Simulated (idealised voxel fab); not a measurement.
Process module, titled voxel quadruple lines
Pictured: cross-section cut, 205 nm wide, on a grid of 5 nm square cells.
A cross-section is written here as square cells arranged in a grid, and it is given in bands from the top down, each band taking up one or more rows of cells. Basically the band line says how high the top is and how high the bottom is, in nm, and then what's in it from left to right, every material with its width in nm. Empty space shows up as "air", and if a single material carries "full width" it runs the full band edge to edge. The reference from which all heights are counted is 0, the level beneath which the as-received wafer is entirely one material; the lowest band, having no lower bound, proceeds downward and is written after the example "z 0 and below". Think of "30->40" as a width that walks from the first number to the second as you go down the band, top row to bottom row, taking equal-sized steps from row to row. A step reported as "remained the same" is a step in which no cell of the cross-section changed. Enclosed voids (no open way to top), threshold 8 cells or more, entry "Closed void register", notation width x height at distance, distance from left edge, nm. If you see something after the settings on a step's line, that's the simulator's own remark about that step. The "overlay nm" setting may appear on a step's line; for a step that uses a mask, it gives how far to the right of its planned position the mask lay, and a negative value indicates the left.

SET OUT BELOW ARE THE PLANNED STEPS OF THE PROCESS
1) RECEIVE: material Si
2) CONFORMAL_DEP: material Al2O3, thk nm 5
3) DIRECTIONAL_DEP: material Ru, thk nm 15
4) DIRECTIONAL_DEP: material polySi, thk nm 15
5) DIRECTIONAL_DEP: material aC, thk nm 25
6) PATTERN: tone cover, mask id MANDREL, material resist, width nm 30, thk nm 30, overlay nm 0
7) DIRECTIONAL_ETCH: etch materials aC, depth nm 25
8) STRIP: etch materials resist
9) CONFORMAL_DEP: material SiO2, thk nm 10
10) DIRECTIONAL_ETCH: etch materials SiO2, depth nm 10
11) STRIP: etch materials aC
12) DIRECTIONAL_ETCH: etch materials polySi, depth nm 15
13) STRIP: etch materials SiO2
14) CONFORMAL_DEP: material SiCN, thk nm 10
15) DIRECTIONAL_ETCH: etch materials SiCN, depth nm 10
16) STRIP: etch materials polySi
17) DIRECTIONAL_ETCH: etch materials Ru, depth nm 15
18) STRIP: etch materials SiCN
19) FILL_DEP: material lowk, thk nm 10
20) CMP: height nm 20

THIS IS THE CROSS-SECTION OF THE WAFER AS WE RECEIVED IT, I.E. AFTER STEP 1
> z 0 and below  Si full width
> Closed void register: none

CROSS-SECTION, END OF MODULE. START: AS ABOVE. PLAN: AS ABOVE. EXECUTION: ONE MISTAKE
> z 20 to 5  aC full width
> z 5 to 0  Al2O3 full width
> z 0 and below  Si full width
> Closed void register: none
So what did we get wrong on this run? the process deviated at step 3: the operation and settings actually run there were DIRECTIONAL_DEP: material aC, thk nm 15
